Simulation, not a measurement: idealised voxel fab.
voxel fin reveal: a process module
This is section cut - it's 200 nm across, gridded in 5 nm square cells.
Throughout this document, each cross-section is represented as a grid of square cells and is presented as a sequence of bands enumerated from the top downward, where a band comprises one or more rows of cells.
In this notation a band is specified by the heights of its top and bottom, in that order and in nm, after which its materials appear from left to right, each paired with its width in nm. The word "all across" attached to a single material means that material fills the band from edge to edge; the word "blank" stands for empty space.
Heights are expressed relative to 0, this being the level below which the as-received wafer comprises one material exclusively. The lowest band is unbounded in the downward direction and is denoted as in "top 0, no bottom".
Think of "30..40" as a width that walks from the first number to the second as you go down the band, top row to bottom row, taking equal-sized steps from row to row.
Take "stayed the same" at face value: in the step it is given for, the cross-section changed in none of its cells.
Cavities, closed: empty space of 8 cells or more with no open way to the top, each as width x height at its distance from the left edge, in nm
after a step's settings: what the simulator itself notes on the step
Regarding "overlay nm": on a step with a mask, it is the distance the mask lay to the right of its planned place; a negative value places it to the left.
**Planned step list for the process**
1. RECEIVE,material Si
2. CONFORMAL_DEP,material SiN,thk nm 5
3. DIRECTIONAL_DEP,material aC,thk nm 15
4. PATTERN,tone cover,mask id FINS,material resist,width nm 15,pitch nm 35,thk nm 35,overlay nm 0
5. DIRECTIONAL_ETCH,etch materials aC,depth nm 15
6. STRIP,etch materials resist
7. DIRECTIONAL_ETCH,etch materials SiN,depth nm 5
8. DIRECTIONAL_ETCH,etch materials Si,depth nm 35
9. STRIP,etch materials aC
10. OXIDIZE,depth nm 5
11. FILL_DEP,material SiO2,thk nm 10
12. CMP,height nm -5
13. SELECTIVE_ETCH,etch materials SiO2,depth nm 30
14. STRIP,etch materials SiN
All wafers enter the flow in the same state. The height nm at step 12 differs from wafer to wafer, and the plan gives the value for the first wafer.
**This is how the first of several wafers looked in cross-section when it arrived, which is after step 1**
* top 0, no bottom = Si all across
* Cavities, closed: none
**End of module, by wafer: material-by-material cell gain (+) or loss (-) since receipt, then closed voids**
height nm -5; -306 Si; +38 SiO2; Cavities, closed: none
height nm 0; -304 Si; +76 SiO2; Cavities, closed: none
height nm 5; -304 Si; +114 SiO2; Cavities, closed: none
height nm 10; -304 Si; +152 SiO2; Cavities, closed: none
height nm 15; -304 Si; +190 SiO2; Cavities, closed: none
